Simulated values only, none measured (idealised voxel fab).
Documented hereafter: the process module known as voxel self aligned contacts.
280 nm wide, 5 nm square cells: that's cross-section cut.
Bands, listed from the top down, are how a cross-section gets written in this document; the cross-section itself is a grid of square cells, and a band is one or more rows of them.
Top height, bottom height, nm. Materials left to right, width each, nm. Single material + "full width" = fills band edge to edge. "air" = empty.
It should be noted that heights are counted from 0, beneath which the wafer as supplied is of one material throughout, and that the lowest band possesses no lower boundary but continues downward, as written in "0 and below".
Width "30 to 40": first value at the band's top row of cells, second value at its bottom row, equal change from row to row.
The cross-section has no changed cell in any step marked "changes: none".
Any empty space of 8 cells or more lacking an open way to the top shows up in "Entrapped voids" as width x height at distance, distance from the left edge, in nm.
On a step's line, text after the settings is the simulator commenting on that step.
overlay nm: right-of-plan distance of the mask on a masked step; negative values mean left-of-plan.
Quick note on how to read the rest: it's all pairs. You get the cross-section before a process step and the one after, but the after one only goes down as far as the lowest band that changed. The step in between, with its settings, sits under the pair. Heads up, the pairs can come from different runs of this module on the same starting wafer, so don't assume a pair picks up from the one above unless its "Before this step" entry says it does.

Before this step
* 0 and below = Si full width
* Entrapped voids: none

Resulting Cross-Section
* 5 down to 0 = SiO2 full width
* Lower than 0, everything is as it was.
* Entrapped voids: none
Q: step between the cross-sections above? A: op CONFORMAL_DEP | material SiO2 | thk nm 5

Before this step: same picture as after in the pair right above, so we don't repeat it.

Resulting Cross-Section
* 35 down to 5 = polySi full width
* Lower than 5, everything is as it was.
* Entrapped voids: none
Q: step between the cross-sections above? A: op DIRECTIONAL_DEP | material polySi | thk nm 30

Before this step: same picture as after in the pair right above, so we don't repeat it.

Resulting Cross-Section
* 50 down to 35 = SiN full width
* Lower than 35, everything is as it was.
* Entrapped voids: none
Q: step between the cross-sections above? A: op DIRECTIONAL_DEP | material SiN | thk nm 15

Before this step: same picture as after in the pair right above, so we don't repeat it.

Resulting Cross-Section
* 50 down to 35 = air 95 / SiN 25 / air 35 / SiN 25 / air 100
* Lower than 35, everything is as it was.
* Entrapped voids: none
Q: step between the cross-sections above? A: op MASKED_ETCH | tone cover | mask id GATE | width nm 25 | pitch nm 60 | etch materials SiN | depth nm 15 | overlay nm 0

Before this step: same picture as after in the pair right above, so we don't repeat it.

Resulting Cross-Section
* 50 down to 35 = air 95 / SiN 25 / air 35 / SiN 25 / air 100
* 35 down to 5 = air 95 / polySi 25 / air 35 / polySi 25 / air 100
* Lower than 5, everything is as it was.
* Entrapped voids: none
Q: step between the cross-sections above? A: op MASKED_ETCH | tone cover | mask id GATE | width nm 25 | pitch nm 60 | etch materials polySi | depth nm 30 | overlay nm 0

Before this step: same picture as after in the pair right above, so we don't repeat it.

Resulting Cross-Section
* 55 down to 35 = air 90 / SiN 35 / air 25 / SiN 35 / air 95
* 35 down to 10 = air 90 / SiN 5 / polySi 25 / SiN 5 / air 25 / SiN 5 / polySi 25 / SiN 5 / air 95
* 10 down to 5 = SiN 95 / polySi 25 / SiN 35 / polySi 25 / SiN 100
* Lower than 5, everything is as it was.
* Entrapped voids: none
Q: step between the cross-sections above? A: op CONFORMAL_DEP | material SiN | thk nm 5

Before this step: same picture as after in the pair right above, so we don't repeat it.

Resulting Cross-Section
* 50 down to 35 = air 90 / SiN 35 / air 25 / SiN 35 / air 95
* 35 down to 5 = air 90 / SiN 5 / polySi 25 / SiN 5 / air 25 / SiN 5 / polySi 25 / SiN 5 / air 95
* Lower than 5, everything is as it was.
* Entrapped voids: none
Q: step between the cross-sections above? A: op DIRECTIONAL_ETCH | etch materials SiN | depth nm 5

Before this step: same picture as after in the pair right above, so we don't repeat it.

Resulting Cross-Section
* 70 down to 50 = SiO2 full width
* 50 down to 35 = SiO2 90 / SiN 35 / SiO2 25 / SiN 35 / SiO2 95
* 35 down to 5 = SiO2 90 / SiN 5 / polySi 25 / SiN 5 / SiO2 25 / SiN 5 / polySi 25 / SiN 5 / SiO2 95
* Lower than 5, everything is as it was.
* Entrapped voids: none
Q: step between the cross-sections above? A: op FILL_DEP | material SiO2 | thk nm 20

Before this step: same picture as after in the pair right above, so we don't repeat it.

Resulting Cross-Section
* 60 down to 50 = SiO2 full width
* Lower than 50, everything is as it was.
* Entrapped voids: none
Q: step between the cross-sections above? A: op CMP | height nm 60

Before this step: same picture as after in the pair right above, so we don't repeat it.

Resulting Cross-Section
* 75 down to 60 = resist 115 / air 45 / resist 120
* Lower than 60, everything is as it was.
* Entrapped voids: none
Q: step between the cross-sections above? A: op PATTERN | tone open | mask id CONTACT | material resist | width nm 45 | thk nm 15 | overlay nm 0

Before this step: same picture as after in the pair right above, so we don't repeat it.

Resulting Cross-Section
* 75 down to 60 = resist 115 / air 45 / resist 120
* 60 down to 50 = SiO2 115 / air 45 / SiO2 120
* 50 down to 35 = SiO2 90 / SiN 35 / air 25 / SiN 35 / SiO2 95
* 35 down to 5 = SiO2 90 / SiN 5 / polySi 25 / SiN 5 / air 25 / SiN 5 / polySi 25 / SiN 5 / SiO2 95
* 5 down to 0 = SiO2 125 / air 25 / SiO2 130
* Lower than 0, everything is as it was.
* Entrapped voids: none
Q: step between the cross-sections above? A: op DIRECTIONAL_ETCH | etch materials SiO2 | depth nm 60

Before this step: same picture as after in the pair right above, so we don't repeat it.

Resulting Cross-Section
* 60 down to 50 = SiO2 115 / air 45 / SiO2 120
* Lower than 50, everything is as it was.
* Entrapped voids: none
Q: step between the cross-sections above? A: op STRIP | etch materials resist

Before this step: same picture as after in the pair right above, so we don't repeat it.

Resulting Cross-Section
* 65 down to 60 = TiN 120 / air 35 / TiN 125
* 60 down to 50 = SiO2 115 / TiN 5 to 15 / air 35 to 15 / TiN 5 to 15 / SiO2 120
* 50 down to 35 = SiO2 90 / SiN 35 / TiN 5 / air 15 / TiN 5 / SiN 35 / SiO2 95
* 35 down to 5 = SiO2 90 / SiN 5 / polySi 25 / SiN 5 / TiN 5 / air 15 / TiN 5 / SiN 5 / polySi 25 / SiN 5 / SiO2 95
* 5 down to 0 = SiO2 125 / TiN 25 / SiO2 130
* Lower than 0, everything is as it was.
* Entrapped voids: none
Q: step between the cross-sections above? A: op CONFORMAL_DEP | material TiN | thk nm 5

Before this step: same picture as after in the pair right above, so we don't repeat it.

Resulting Cross-Section
* 70 down to 65 = Ru full width
* 65 down to 60 = TiN 120 / Ru 35 / TiN 125
* 60 down to 50 = SiO2 115 / TiN 5 to 15 / Ru 35 to 15 / TiN 5 to 15 / SiO2 120
* 50 down to 35 = SiO2 90 / SiN 35 / TiN 5 / Ru 15 / TiN 5 / SiN 35 / SiO2 95
* 35 down to 5 = SiO2 90 / SiN 5 / polySi 25 / SiN 5 / TiN 5 / Ru 15 / TiN 5 / SiN 5 / polySi 25 / SiN 5 / SiO2 95
* Lower than 5, everything is as it was.
* Entrapped voids: none
Q: step between the cross-sections above? A: op FILL_DEP | material Ru | thk nm 5

Before this step: same picture as after in the pair right above, so we don't repeat it.

Resulting Cross-Section
* 60 down to 50 = SiO2 115 / TiN 5 to 15 / Ru 35 to 15 / TiN 5 to 15 / SiO2 120
* Lower than 50, everything is as it was.
* Entrapped voids: none
Q: step between the cross-sections above? A: op CMP | height nm 60

Before this step: same picture as after in the pair right above, so we don't repeat it.

Resulting Cross-Section
* 65 down to 60 = SiN full width
* Lower than 60, everything is as it was.
* Entrapped voids: none
Q: step between the cross-sections above? A: op CONFORMAL_DEP | material SiN | thk nm 5

Before this step
* 50 down to 35 = air 95 / SiN 25 / air 35 / SiN 25 / air 100
* 35 down to 5 = air 95 / polySi 25 / air 35 / polySi 25 / air 100
* 5 down to 0 = SiO2 full width
* 0 and below = Si full width
* Entrapped voids: none

Resulting Cross-Section
* 45 down to 35 = air 95 / SiN 25 / air 35 / SiN 25 / air 100
* Lower than 35, everything is as it was.
* Entrapped voids: none
Q: step between the cross-sections above? A: op DIRECTIONAL_ETCH | etch materials SiN | depth nm 5

Before this step: same picture as after in the pair right above, so we don't repeat it.

Resulting Cross-Section
* 65 down to 45 = SiO2 full width
* 45 down to 35 = SiO2 95 / SiN 25 / SiO2 35 / SiN 25 / SiO2 100
* 35 down to 5 = SiO2 95 / polySi 25 / SiO2 35 / polySi 25 / SiO2 100
* Lower than 5, everything is as it was.
* Entrapped voids: none
Q: step between the cross-sections above? A: op FILL_DEP | material SiO2 | thk nm 20

Before this step: same picture as after in the pair right above, so we don't repeat it.

Resulting Cross-Section
* 60 down to 45 = SiO2 full width
* Lower than 45, everything is as it was.
* Entrapped voids: none
Q: step between the cross-sections above? A: op CMP | height nm 60

Before this step: same picture as after in the pair right above, so we don't repeat it.

Resulting Cross-Section
* 75 down to 60 = resist 115 / air 45 / resist 120
* Lower than 60, everything is as it was.
* Entrapped voids: none
Q: step between the cross-sections above? A: op PATTERN | tone open | mask id CONTACT | material resist | width nm 45 | thk nm 15 | overlay nm 0

Before this step: same picture as after in the pair right above, so we don't repeat it.

Resulting Cross-Section
* 75 down to 60 = resist 115 / air 45 / resist 120
* 60 down to 45 = SiO2 115 / air 45 / SiO2 120
* 45 down to 35 = SiO2 95 / SiN 25 / air 35 / SiN 25 / SiO2 100
* 35 down to 5 = SiO2 95 / polySi 25 / air 35 / polySi 25 / SiO2 100
* 5 down to 0 = SiO2 120 / air 35 / SiO2 125
* Lower than 0, everything is as it was.
* Entrapped voids: none
Q: step between the cross-sections above? A: op DIRECTIONAL_ETCH | etch materials SiO2 | depth nm 60

Before this step: same picture as after in the pair right above, so we don't repeat it.

Resulting Cross-Section
* 60 down to 45 = SiO2 115 / air 45 / SiO2 120
* Lower than 45, everything is as it was.
* Entrapped voids: none
Q: step between the cross-sections above? A: op STRIP | etch materials resist

Before this step: same picture as after in the pair right above, so we don't repeat it.

Resulting Cross-Section
* 65 down to 60 = TiN 120 / air 35 / TiN 125
* 60 down to 50 = SiO2 115 / TiN 5 / air 35 / TiN 5 / SiO2 120
* 50 down to 45 = SiO2 115 / TiN 10 / air 25 / TiN 10 / SiO2 120
* 45 down to 35 = SiO2 95 / SiN 25 / TiN 5 / air 25 / TiN 5 / SiN 25 / SiO2 100
* 35 down to 5 = SiO2 95 / polySi 25 / TiN 5 / air 25 / TiN 5 / polySi 25 / SiO2 100
* 5 down to 0 = SiO2 120 / TiN 35 / SiO2 125
* Lower than 0, everything is as it was.
* Entrapped voids: none
Q: step between the cross-sections above? A: op CONFORMAL_DEP | material TiN | thk nm 5

Before this step: same picture as after in the pair right above, so we don't repeat it.

Resulting Cross-Section
* 70 down to 65 = Ru full width
* 65 down to 60 = TiN 120 / Ru 35 / TiN 125
* 60 down to 50 = SiO2 115 / TiN 5 / Ru 35 / TiN 5 / SiO2 120
* 50 down to 45 = SiO2 115 / TiN 10 / Ru 25 / TiN 10 / SiO2 120
* 45 down to 35 = SiO2 95 / SiN 25 / TiN 5 / Ru 25 / TiN 5 / SiN 25 / SiO2 100
* 35 down to 5 = SiO2 95 / polySi 25 / TiN 5 / Ru 25 / TiN 5 / polySi 25 / SiO2 100
* Lower than 5, everything is as it was.
* Entrapped voids: none
Q: step between the cross-sections above? A: op FILL_DEP | material Ru | thk nm 5

Before this step: same picture as after in the pair right above, so we don't repeat it.

Resulting Cross-Section
* 60 down to 50 = SiO2 115 / TiN 5 / Ru 35 / TiN 5 / SiO2 120
* Lower than 50, everything is as it was.
* Entrapped voids: none
Q: step between the cross-sections above? A: op CMP | height nm 60

Before this step: same picture as after in the pair right above, so we don't repeat it.

Resulting Cross-Section
* 65 down to 60 = SiN full width
* Lower than 60, everything is as it was.
* Entrapped voids: none
Q: step between the cross-sections above? A: op CONFORMAL_DEP | material SiN | thk nm 5

Before this step
* 35 down to 5 = polySi full width
* 5 down to 0 = SiO2 full width
* 0 and below = Si full width
* Entrapped voids: none

Resulting Cross-Section
* 65 down to 5 = polySi full width
* Lower than 5, everything is as it was.
* Entrapped voids: none
Q: step between the cross-sections above? A: op DIRECTIONAL_DEP | material polySi | thk nm 30

Before this step: same picture as after in the pair right above, so we don't repeat it.

Resulting Cross-Section
* 80 down to 65 = SiN full width
* Lower than 65, everything is as it was.
* Entrapped voids: none
Q: step between the cross-sections above? A: op DIRECTIONAL_DEP | material SiN | thk nm 15

Before this step: same picture as after in the pair right above, so we don't repeat it.

Resulting Cross-Section
* 80 down to 65 = air 95 / SiN 25 / air 35 / SiN 25 / air 100
* Lower than 65, everything is as it was.
* Entrapped voids: none
Q: step between the cross-sections above? A: op MASKED_ETCH | tone cover | mask id GATE | width nm 25 | pitch nm 60 | etch materials SiN | depth nm 15 | overlay nm 0

Before this step: same picture as after in the pair right above, so we don't repeat it.

Resulting Cross-Section
* 80 down to 65 = air 95 / SiN 25 / air 35 / SiN 25 / air 100
* 65 down to 35 = air 95 / polySi 25 / air 35 / polySi 25 / air 100
* Lower than 35, everything is as it was.
* Entrapped voids: none
Q: step between the cross-sections above? A: op MASKED_ETCH | tone cover | mask id GATE | width nm 25 | pitch nm 60 | etch materials polySi | depth nm 30 | overlay nm 0

Before this step: same picture as after in the pair right above, so we don't repeat it.

Resulting Cross-Section
* 85 down to 65 = air 90 / SiN 35 / air 25 / SiN 35 / air 95
* 65 down to 40 = air 90 / SiN 5 / polySi 25 / SiN 5 / air 25 / SiN 5 / polySi 25 / SiN 5 / air 95
* 40 down to 35 = SiN 95 / polySi 25 / SiN 35 / polySi 25 / SiN 100
* Lower than 35, everything is as it was.
* Entrapped voids: none
Q: step between the cross-sections above? A: op CONFORMAL_DEP | material SiN | thk nm 5

Before this step: same picture as after in the pair right above, so we don't repeat it.

Resulting Cross-Section
* 80 down to 65 = air 90 / SiN 35 / air 25 / SiN 35 / air 95
* 65 down to 35 = air 90 / SiN 5 / polySi 25 / SiN 5 / air 25 / SiN 5 / polySi 25 / SiN 5 / air 95
* Lower than 35, everything is as it was.
* Entrapped voids: none
Q: step between the cross-sections above? A: op DIRECTIONAL_ETCH | etch materials SiN | depth nm 5

Before this step: same picture as after in the pair right above, so we don't repeat it.

Resulting Cross-Section
* 100 down to 80 = SiO2 full width
* 80 down to 65 = SiO2 90 / SiN 35 / SiO2 25 / SiN 35 / SiO2 95
* 65 down to 35 = SiO2 90 / SiN 5 / polySi 25 / SiN 5 / SiO2 25 / SiN 5 / polySi 25 / SiN 5 / SiO2 95
* Lower than 35, everything is as it was.
* Entrapped voids: none
Q: step between the cross-sections above? A: op FILL_DEP | material SiO2 | thk nm 20

Before this step: same picture as after in the pair right above, so we don't repeat it.

Resulting Cross-Section
* 60 down to 35 = SiO2 90 / SiN 5 / polySi 25 / SiN 5 / SiO2 25 / SiN 5 / polySi 25 / SiN 5 / SiO2 95
* Lower than 35, everything is as it was.
* Entrapped voids: none
Q: step between the cross-sections above? A: op CMP | height nm 60

Before this step: same picture as after in the pair right above, so we don't repeat it.

Resulting Cross-Section
* 75 down to 60 = resist 115 / air 45 / resist 120
* Lower than 60, everything is as it was.
* Entrapped voids: none
Q: step between the cross-sections above? A: op PATTERN | tone open | mask id CONTACT | material resist | width nm 45 | thk nm 15 | overlay nm 0

Before this step: same picture as after in the pair right above, so we don't repeat it.

Resulting Cross-Section
* 75 down to 60 = resist 115 / air 45 / resist 120
* 60 down to 35 = SiO2 90 / SiN 5 / polySi 25 / SiN 5 / air 25 / SiN 5 / polySi 25 / SiN 5 / SiO2 95
* Lower than 35, everything is as it was.
* Entrapped voids: none
Q: step between the cross-sections above? A: op DIRECTIONAL_ETCH | etch materials SiO2 | depth nm 60

Before this step: same picture as after in the pair right above, so we don't repeat it.

Resulting Cross-Section
* 60 down to 35 = SiO2 90 / SiN 5 / polySi 25 / SiN 5 / air 25 / SiN 5 / polySi 25 / SiN 5 / SiO2 95
* Lower than 35, everything is as it was.
* Entrapped voids: none
Q: step between the cross-sections above? A: op STRIP | etch materials resist

Before this step: same picture as after in the pair right above, so we don't repeat it.

Resulting Cross-Section
* 65 down to 60 = TiN 130 / air 15 / TiN 135
* 60 down to 40 = SiO2 90 / SiN 5 / polySi 25 / SiN 5 / TiN 5 / air 15 / TiN 5 / SiN 5 / polySi 25 / SiN 5 / SiO2 95
* 40 down to 35 = SiO2 90 / SiN 5 / polySi 25 / SiN 5 / TiN 25 / SiN 5 / polySi 25 / SiN 5 / SiO2 95
* Lower than 35, everything is as it was.
* Entrapped voids: none
Q: step between the cross-sections above? A: op CONFORMAL_DEP | material TiN | thk nm 5

Before this step: same picture as after in the pair right above, so we don't repeat it.

Resulting Cross-Section
* 70 down to 65 = Ru full width
* 65 down to 60 = TiN 130 / Ru 15 / TiN 135
* 60 down to 40 = SiO2 90 / SiN 5 / polySi 25 / SiN 5 / TiN 5 / Ru 15 / TiN 5 / SiN 5 / polySi 25 / SiN 5 / SiO2 95
* Lower than 40, everything is as it was.
* Entrapped voids: none
Q: step between the cross-sections above? A: op FILL_DEP | material Ru | thk nm 5

Before this step: same picture as after in the pair right above, so we don't repeat it.

Resulting Cross-Section
* 60 down to 40 = SiO2 90 / SiN 5 / polySi 25 / SiN 5 / TiN 5 / Ru 15 / TiN 5 / SiN 5 / polySi 25 / SiN 5 / SiO2 95
* Lower than 40, everything is as it was.
* Entrapped voids: none
Q: step between the cross-sections above? A: op CMP | height nm 60

Before this step: same picture as after in the pair right above, so we don't repeat it.

Resulting Cross-Section
* 65 down to 60 = SiN full width
* Lower than 60, everything is as it was.
* Entrapped voids: none
Q: step between the cross-sections above? A: op CONFORMAL_DEP | material SiN | thk nm 5

Before this step
* 5 down to 0 = SiO2 full width
* 0 and below = Si full width
* Entrapped voids: none

Resulting Cross-Section
* 20 down to 5 = SiN full width
* Lower than 5, everything is as it was.
* Entrapped voids: none
Q: step between the cross-sections above? A: op DIRECTIONAL_DEP | material SiN | thk nm 15

Before this step: same picture as after in the pair right above, so we don't repeat it.

Resulting Cross-Section
* 50 down to 20 = polySi full width
* Lower than 20, everything is as it was.
* Entrapped voids: none
Q: step between the cross-sections above? A: op DIRECTIONAL_DEP | material polySi | thk nm 30

Before this step: same picture as after in the pair right above, so we don't repeat it.

Resulting Cross-Section
* 50 down to 20 = air 95 / polySi 25 / air 35 / polySi 25 / air 100
* Lower than 20, everything is as it was.
* Entrapped voids: none
Q: step between the cross-sections above? A: op MASKED_ETCH | tone cover | mask id GATE | width nm 25 | pitch nm 60 | etch materials polySi | depth nm 30 | overlay nm 0

Before this step: same picture as after in the pair right above, so we don't repeat it.

Resulting Cross-Section
* 55 down to 50 = air 90 / SiN 35 / air 25 / SiN 35 / air 95
* 50 down to 25 = air 90 / SiN 5 / polySi 25 / SiN 5 / air 25 / SiN 5 / polySi 25 / SiN 5 / air 95
* 25 down to 20 = SiN 95 / polySi 25 / SiN 35 / polySi 25 / SiN 100
* Lower than 20, everything is as it was.
* Entrapped voids: none
Q: step between the cross-sections above? A: op CONFORMAL_DEP | material SiN | thk nm 5

Before this step: same picture as after in the pair right above, so we don't repeat it.

Resulting Cross-Section
* 50 down to 20 = air 90 / SiN 5 / polySi 25 / SiN 5 / air 25 / SiN 5 / polySi 25 / SiN 5 / air 95
* Lower than 20, everything is as it was.
* Entrapped voids: none
Q: step between the cross-sections above? A: op DIRECTIONAL_ETCH | etch materials SiN | depth nm 5

Before this step: same picture as after in the pair right above, so we don't repeat it.

Resulting Cross-Section
* 70 down to 50 = SiO2 full width
* 50 down to 20 = SiO2 90 / SiN 5 / polySi 25 / SiN 5 / SiO2 25 / SiN 5 / polySi 25 / SiN 5 / SiO2 95
* Lower than 20, everything is as it was.
* Entrapped voids: none
Q: step between the cross-sections above? A: op FILL_DEP | material SiO2 | thk nm 20

Before this step: same picture as after in the pair right above, so we don't repeat it.

Resulting Cross-Section
* 60 down to 50 = SiO2 full width
* Lower than 50, everything is as it was.
* Entrapped voids: none
Q: step between the cross-sections above? A: op CMP | height nm 60

Before this step: same picture as after in the pair right above, so we don't repeat it.

Resulting Cross-Section
* 75 down to 60 = resist 115 / air 45 / resist 120
* Lower than 60, everything is as it was.
* Entrapped voids: none
Q: step between the cross-sections above? A: op PATTERN | tone open | mask id CONTACT | material resist | width nm 45 | thk nm 15 | overlay nm 0

Before this step: same picture as after in the pair right above, so we don't repeat it.

Resulting Cross-Section
* 75 down to 60 = resist 115 / air 45 / resist 120
* 60 down to 50 = SiO2 115 / air 45 / SiO2 120
* 50 down to 20 = SiO2 90 / SiN 5 / polySi 25 / SiN 5 / air 25 / SiN 5 / polySi 25 / SiN 5 / SiO2 95
* Lower than 20, everything is as it was.
* Entrapped voids: none
Q: step between the cross-sections above? A: op DIRECTIONAL_ETCH | etch materials SiO2 | depth nm 60

Before this step: same picture as after in the pair right above, so we don't repeat it.

Resulting Cross-Section
* 60 down to 50 = SiO2 115 / air 45 / SiO2 120
* Lower than 50, everything is as it was.
* Entrapped voids: none
Q: step between the cross-sections above? A: op STRIP | etch materials resist

Before this step: same picture as after in the pair right above, so we don't repeat it.

Resulting Cross-Section
* 65 down to 60 = TiN 120 / air 35 / TiN 125
* 60 down to 50 = SiO2 115 / TiN 5 to 15 / air 35 to 15 / TiN 5 to 15 / SiO2 120
* 50 down to 25 = SiO2 90 / SiN 5 / polySi 25 / SiN 5 / TiN 5 / air 15 / TiN 5 / SiN 5 / polySi 25 / SiN 5 / SiO2 95
* 25 down to 20 = SiO2 90 / SiN 5 / polySi 25 / SiN 5 / TiN 25 / SiN 5 / polySi 25 / SiN 5 / SiO2 95
* Lower than 20, everything is as it was.
* Entrapped voids: none
Q: step between the cross-sections above? A: op CONFORMAL_DEP | material TiN | thk nm 5

Before this step: same picture as after in the pair right above, so we don't repeat it.

Resulting Cross-Section
* 70 down to 65 = Ru full width
* 65 down to 60 = TiN 120 / Ru 35 / TiN 125
* 60 down to 50 = SiO2 115 / TiN 5 to 15 / Ru 35 to 15 / TiN 5 to 15 / SiO2 120
* 50 down to 25 = SiO2 90 / SiN 5 / polySi 25 / SiN 5 / TiN 5 / Ru 15 / TiN 5 / SiN 5 / polySi 25 / SiN 5 / SiO2 95
* Lower than 25, everything is as it was.
* Entrapped voids: none
Q: step between the cross-sections above? A: op FILL_DEP | material Ru | thk nm 5

Before this step: same picture as after in the pair right above, so we don't repeat it.

Resulting Cross-Section
* 60 down to 50 = SiO2 115 / TiN 5 to 15 / Ru 35 to 15 / TiN 5 to 15 / SiO2 120
* Lower than 50, everything is as it was.
* Entrapped voids: none
Q: step between the cross-sections above? A: op CMP | height nm 60

Before this step: same picture as after in the pair right above, so we don't repeat it.

Resulting Cross-Section
* 65 down to 60 = SiN full width
* Lower than 60, everything is as it was.
* Entrapped voids: none
Q: step between the cross-sections above? A: op CONFORMAL_DEP | material SiN | thk nm 5

Before this step
* 5 down to 0 = SiO2 full width
* 0 and below = Si full width
* Entrapped voids: none

Resulting Cross-Section
* 45 down to 5 = polySi full width
* Lower than 5, everything is as it was.
* Entrapped voids: none
Q: step between the cross-sections above? A: op DIRECTIONAL_DEP | material polySi | thk nm 40

Before this step: same picture as after in the pair right above, so we don't repeat it.

Resulting Cross-Section
* 60 down to 45 = SiN full width
* Lower than 45, everything is as it was.
* Entrapped voids: none
Q: step between the cross-sections above? A: op DIRECTIONAL_DEP | material SiN | thk nm 15

Before this step: same picture as after in the pair right above, so we don't repeat it.

Resulting Cross-Section
* 60 down to 45 = air 95 / SiN 25 / air 35 / SiN 25 / air 100
* Lower than 45, everything is as it was.
* Entrapped voids: none
Q: step between the cross-sections above? A: op MASKED_ETCH | tone cover | mask id GATE | width nm 25 | pitch nm 60 | etch materials SiN | depth nm 15 | overlay nm 0

Before this step: same picture as after in the pair right above, so we don't repeat it.

Resulting Cross-Section
* 60 down to 45 = air 95 / SiN 25 / air 35 / SiN 25 / air 100
* 45 down to 15 = air 95 / polySi 25 / air 35 / polySi 25 / air 100
* Lower than 15, everything is as it was.
* Entrapped voids: none
Q: step between the cross-sections above? A: op MASKED_ETCH | tone cover | mask id GATE | width nm 25 | pitch nm 60 | etch materials polySi | depth nm 30 | overlay nm 0

Before this step: same picture as after in the pair right above, so we don't repeat it.

Resulting Cross-Section
* 65 down to 45 = air 90 / SiN 35 / air 25 / SiN 35 / air 95
* 45 down to 20 = air 90 / SiN 5 / polySi 25 / SiN 5 / air 25 / SiN 5 / polySi 25 / SiN 5 / air 95
* 20 down to 15 = SiN 95 / polySi 25 / SiN 35 / polySi 25 / SiN 100
* Lower than 15, everything is as it was.
* Entrapped voids: none
Q: step between the cross-sections above? A: op CONFORMAL_DEP | material SiN | thk nm 5

Before this step: same picture as after in the pair right above, so we don't repeat it.

Resulting Cross-Section
* 60 down to 45 = air 90 / SiN 35 / air 25 / SiN 35 / air 95
* 45 down to 15 = air 90 / SiN 5 / polySi 25 / SiN 5 / air 25 / SiN 5 / polySi 25 / SiN 5 / air 95
* Lower than 15, everything is as it was.
* Entrapped voids: none
Q: step between the cross-sections above? A: op DIRECTIONAL_ETCH | etch materials SiN | depth nm 5

Before this step: same picture as after in the pair right above, so we don't repeat it.

Resulting Cross-Section
* 80 down to 60 = SiO2 full width
* 60 down to 45 = SiO2 90 / SiN 35 / SiO2 25 / SiN 35 / SiO2 95
* 45 down to 15 = SiO2 90 / SiN 5 / polySi 25 / SiN 5 / SiO2 25 / SiN 5 / polySi 25 / SiN 5 / SiO2 95
* Lower than 15, everything is as it was.
* Entrapped voids: none
Q: step between the cross-sections above? A: op FILL_DEP | material SiO2 | thk nm 20

Before this step: same picture as after in the pair right above, so we don't repeat it.

Resulting Cross-Section
* 60 down to 45 = SiO2 90 / SiN 35 / SiO2 25 / SiN 35 / SiO2 95
* Lower than 45, everything is as it was.
* Entrapped voids: none
Q: step between the cross-sections above? A: op CMP | height nm 60

Before this step: same picture as after in the pair right above, so we don't repeat it.

Resulting Cross-Section
* 75 down to 60 = resist 115 / air 45 / resist 120
* Lower than 60, everything is as it was.
* Entrapped voids: none
Q: step between the cross-sections above? A: op PATTERN | tone open | mask id CONTACT | material resist | width nm 45 | thk nm 15 | overlay nm 0

Before this step: same picture as after in the pair right above, so we don't repeat it.

Resulting Cross-Section
* 75 down to 60 = resist 115 / air 45 / resist 120
* 60 down to 45 = SiO2 90 / SiN 35 / air 25 / SiN 35 / SiO2 95
* 45 down to 15 = SiO2 90 / SiN 5 / polySi 25 / SiN 5 / air 25 / SiN 5 / polySi 25 / SiN 5 / SiO2 95
* Lower than 15, everything is as it was.
* Entrapped voids: none
Q: step between the cross-sections above? A: op DIRECTIONAL_ETCH | etch materials SiO2 | depth nm 60

Before this step: same picture as after in the pair right above, so we don't repeat it.

Resulting Cross-Section
* 60 down to 45 = SiO2 90 / SiN 35 / air 25 / SiN 35 / SiO2 95
* Lower than 45, everything is as it was.
* Entrapped voids: none
Q: step between the cross-sections above? A: op STRIP | etch materials resist

Before this step: same picture as after in the pair right above, so we don't repeat it.

Resulting Cross-Section
* 65 down to 60 = TiN 130 / air 15 / TiN 135
* 60 down to 45 = SiO2 90 / SiN 35 / TiN 5 / air 15 / TiN 5 / SiN 35 / SiO2 95
* 45 down to 20 = SiO2 90 / SiN 5 / polySi 25 / SiN 5 / TiN 5 / air 15 / TiN 5 / SiN 5 / polySi 25 / SiN 5 / SiO2 95
* 20 down to 15 = SiO2 90 / SiN 5 / polySi 25 / SiN 5 / TiN 25 / SiN 5 / polySi 25 / SiN 5 / SiO2 95
* Lower than 15, everything is as it was.
* Entrapped voids: none
Q: step between the cross-sections above? A: op CONFORMAL_DEP | material TiN | thk nm 5

Before this step: same picture as after in the pair right above, so we don't repeat it.

Resulting Cross-Section
* 70 down to 65 = Ru full width
* 65 down to 60 = TiN 130 / Ru 15 / TiN 135
* 60 down to 45 = SiO2 90 / SiN 35 / TiN 5 / Ru 15 / TiN 5 / SiN 35 / SiO2 95
* 45 down to 20 = SiO2 90 / SiN 5 / polySi 25 / SiN 5 / TiN 5 / Ru 15 / TiN 5 / SiN 5 / polySi 25 / SiN 5 / SiO2 95
* Lower than 20, everything is as it was.
* Entrapped voids: none
Q: step between the cross-sections above? A: op FILL_DEP | material Ru | thk nm 5

Before this step: same picture as after in the pair right above, so we don't repeat it.

Resulting Cross-Section
* 60 down to 45 = SiO2 90 / SiN 35 / TiN 5 / Ru 15 / TiN 5 / SiN 35 / SiO2 95
* Lower than 45, everything is as it was.
* Entrapped voids: none
Q: step between the cross-sections above? A: op CMP | height nm 60

Before this step: same picture as after in the pair right above, so we don't repeat it.

Resulting Cross-Section
* 65 down to 60 = SiN full width
* Lower than 60, everything is as it was.
* Entrapped voids: none
Q: step between the cross-sections above? A: op CONFORMAL_DEP | material SiN | thk nm 5

Before this step
* 50 down to 35 = SiN full width
* 35 down to 5 = polySi full width
* 5 down to 0 = SiO2 full width
* 0 and below = Si full width
* Entrapped voids: none

Resulting Cross-Section
* 50 down to 35 = air 90 / SiN 35 / air 25 / SiN 35 / air 95
* Lower than 35, everything is as it was.
* Entrapped voids: none
Q: step between the cross-sections above? A: op MASKED_ETCH | tone cover | mask id GATE | width nm 35 | pitch nm 60 | etch materials SiN | depth nm 15 | overlay nm 0

Before this step: same picture as after in the pair right above, so we don't repeat it.

Resulting Cross-Section
* 50 down to 35 = air 90 / SiN 35 / air 25 / SiN 35 / air 95
* 35 down to 5 = air 90 / polySi 35 / air 25 / polySi 35 / air 95
* Lower than 5, everything is as it was.
* Entrapped voids: none
Q: step between the cross-sections above? A: op MASKED_ETCH | tone cover | mask id GATE | width nm 25 | pitch nm 60 | etch materials polySi | depth nm 30 | overlay nm 0

Before this step: same picture as after in the pair right above, so we don't repeat it.

Resulting Cross-Section
* 55 down to 35 = air 85 / SiN 45 / air 15 / SiN 45 / air 90
* 35 down to 10 = air 85 / SiN 5 / polySi 35 / SiN 5 / air 15 / SiN 5 / polySi 35 / SiN 5 / air 90
* 10 down to 5 = SiN 90 / polySi 35 / SiN 25 / polySi 35 / SiN 95
* Lower than 5, everything is as it was.
* Entrapped voids: none
Q: step between the cross-sections above? A: op CONFORMAL_DEP | material SiN | thk nm 5
